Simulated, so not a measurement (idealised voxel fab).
process module | voxel self aligned vias
cross-section cut | 280 nm wide | cells 5 nm
A cross-section is a grid of square cells, given in bands from the top down. A band is one or more rows of cells.
Each band's line starts with the height of the band's top and of its bottom, in nm. Then come its materials from left to right, each with its width in nm. One material with "throughout" fills the band from edge to edge. "air" is empty space.
Height 0 is the level under which the wafer as received is all one material. The lowest band goes on downwards, as in "0 down".
A width such as "30 to 40" changes by the same amount from each row of cells to the next, from the band's top row to its bottom row.
"no change" after a step means that no cell of the cross-section changed.
closed voids: empty space of 8 cells or more with no open way to the top, each as width x height at its distance from the left edge, in nm
after a step's settings: what the simulator itself notes on the step
overlay nm, on a step with a mask: how far to the right of its planned place the mask lay; to the left if negative
plan
1 op RECEIVE | material Si
2 op CONFORMAL_DEP | material SiO2 | thk nm 10
3 op CONFORMAL_DEP | material SiCN | thk nm 5
4 op DIRECTIONAL_DEP | material SiO2 | thk nm 25
5 op PATTERN | tone open | mask id LINES | material resist | width nm 20 | pitch nm 50 | thk nm 15 | overlay nm 0
6 op DIRECTIONAL_ETCH | etch materials SiO2 | depth nm 25
7 op STRIP | etch materials resist
8 op CONFORMAL_DEP | material TiN | thk nm 5
9 op FILL_DEP | material Ru | thk nm 10
10 op CMP | height nm 40
11 op SELECTIVE_ETCH | etch materials W Ru TiN | depth nm 5
12 op FILL_DEP | material SiN | thk nm 10
13 op CMP | height nm 40
14 op DIRECTIONAL_DEP | material SiO2 | thk nm 20
15 op MASKED_ETCH | tone open | mask id VIAS | width nm 30 | pitch nm 50 | etch materials SiO2 | depth nm 20 | overlay nm 0
16 op MASKED_ETCH | tone open | mask id VIAS | width nm 30 | pitch nm 50 | etch materials SiN | depth nm 5 | overlay nm 0
17 op CONFORMAL_DEP | material TiN | thk nm 5
18 op FILL_DEP | material W | thk nm 10
19 op CMP | height nm 60
20 op CONFORMAL_DEP | material SiCN | thk nm 5
as received, after step 1
  0 down: Si throughout
  closed voids: none
a wafer at the end: this start, this plan, one mistake
  65 to 60: SiCN throughout
  60 to 45: SiO2 75 | TiN 5 | W 20 | TiN 5 | SiO2 20 | TiN 5 | W 20 | TiN 5 | SiO2 20 | TiN 5 | W 20 | TiN 5 | SiO2 75
  45 to 40: SiO2 75 | TiN 30 | SiO2 20 | TiN 30 | SiO2 20 | TiN 30 | SiO2 75
  40 to 35: SiCN throughout
  35 to 0: SiO2 throughout
  0 down: Si throughout
  closed voids: none
what went wrong: steps 3 and 4 were swapped
